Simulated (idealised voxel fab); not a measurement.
Process module, titled voxel capacitor over wiring
cross-section cut | 245 nm wide | cells 5 nm
A cross-section in this document is a grid of square cells, and it is written down as bands, the top band listed before the ones below it; a band is made up of one or more rows of cells. Basically the band line says how high the top is and how high the bottom is, in nm, and then what's in it from left to right, every material with its width in nm. Empty space shows up as "empty", and if a single material carries "edge to edge" it runs the full band edge to edge. A quick word on heights: they are counted from 0, and under that level the wafer as it came to us is one material throughout. The lowest band is different from the rest in having no bottom; it simply continues downward, written as in "from 0 down". You'd read "30 to 40" like this: the band's top row of cells is as wide as the first number, its bottom row is as wide as the second, and going down, every row changes width by the same amount as the row before did. You'll sometimes find "no change" written for a step, and that's the way of saying that nowhere in the cross-section did a cell change during that step. Voids not open to the top, 8 cells minimum: see "Closed empty spaces". Written width x height at distance; distance is from the left edge; nm. It should be noted that, on the line of a given step, the content following the step's settings is a remark produced by the simulator itself with respect to that step. overlay nm: step with mask; distance mask lay right of planned place; negative value = left of planned place.
# Steps planned for the process
1: RECEIVE [material Si]
2: CONFORMAL_DEP [material SiO2] [thk nm 15]
3: DIRECTIONAL_DEP [material TiN] [thk nm 5]
4: DIRECTIONAL_DEP [material W] [thk nm 15]
5: MASKED_ETCH [tone cover] [mask id METAL_1] [width nm 20] [pitch nm 85] [etch materials W] [depth nm 15] [overlay nm 0]
6: MASKED_ETCH [tone cover] [mask id METAL_1] [width nm 20] [pitch nm 85] [etch materials TiN] [depth nm 5] [overlay nm 0]
7: CONFORMAL_DEP [material SiN] [thk nm 5]
8: FILL_DEP [material lowk] [thk nm 10]
9: CMP [height nm 35]
10: CONFORMAL_DEP [material SiCN] [thk nm 5]
11: DIRECTIONAL_DEP [material lowk] [thk nm 20]
12: MASKED_ETCH [tone open] [mask id PLUG_1] [width nm 15] [etch materials lowk] [depth nm 20] [overlay nm 0]
13: MASKED_ETCH [tone open] [mask id PLUG_1] [width nm 15] [etch materials SiCN] [depth nm 5] [overlay nm 0]
14: EPI [material Ru] [thk nm 10]
15: EPI [material Ru] [thk nm 10]
16: EPI [material Ru] [thk nm 5]
17: DIRECTIONAL_DEP [material TiN] [thk nm 5]
18: DIRECTIONAL_DEP [material Al2O3] [thk nm 5]
19: DIRECTIONAL_DEP [material TiN] [thk nm 5]
20: PATTERN [tone cover] [mask id UPPER_PLATE] [material resist] [width nm 70] [thk nm 15] [overlay nm 0]
21: DIRECTIONAL_ETCH [etch materials TiN] [depth nm 5]
22: DIRECTIONAL_ETCH [etch materials Al2O3] [depth nm 5]
23: STRIP [etch materials resist]
24: PATTERN [tone cover] [mask id LOWER_PLATE] [material resist] [width nm 80] [thk nm 20] [overlay nm 0]
25: DIRECTIONAL_ETCH [etch materials TiN] [depth nm 5]
26: STRIP [etch materials resist]
27: FILL_DEP [material SiO2] [thk nm 20]
28: CMP [height nm 90]
29: MASKED_ETCH [tone open] [mask id PLUG_2] [width nm 15] [etch materials SiO2] [depth nm 15] [overlay nm 0]
30: CONFORMAL_DEP [material TiN] [thk nm 5]
31: FILL_DEP [material Ru] [thk nm 10]
32: CMP [height nm 90]
33: CONFORMAL_DEP [material SiN] [thk nm 5]
# Wafer at receipt (post step 1), cross-section
> from 0 down  Si edge to edge
> Closed empty spaces: none
# Wafer at module end, in section. Began as above, planned as above, run with one mistake
> from 95 to 90  SiN edge to edge
> from 90 to 80  SiO2 85 nm; TiN 5 nm; Ru 5 nm; TiN 5 nm; SiO2 145 nm
> from 80 to 70  SiO2 85 to 75 nm; TiN 15 to 70 nm; SiO2 145 to 100 nm
> from 70 to 65  SiO2 70 nm; TiN 80 nm; SiO2 95 nm
> from 65 to 60  Al2O3 edge to edge
> from 60 to 40  lowk 75 nm; Ru 15 nm; lowk 155 nm
> from 40 to 35  SiCN 75 nm; Ru 15 nm; SiCN 155 nm
> from 35 to 20  lowk 65 nm; SiN 5 nm; W 20 nm; SiN 5 nm; lowk 55 nm; SiN 5 nm; W 20 nm; SiN 5 nm; lowk 65 nm
> from 20 to 15  SiN 70 nm; TiN 20 nm; SiN 65 nm; TiN 20 nm; SiN 70 nm
> from 15 to 0  SiO2 edge to edge
> from 0 down  Si edge to edge
> Closed empty spaces: none
Heads up, the wafer didn't run the way we planned it: the intended sequence of steps 17 and 18 was reversed during processing, with each occupying the position of the other
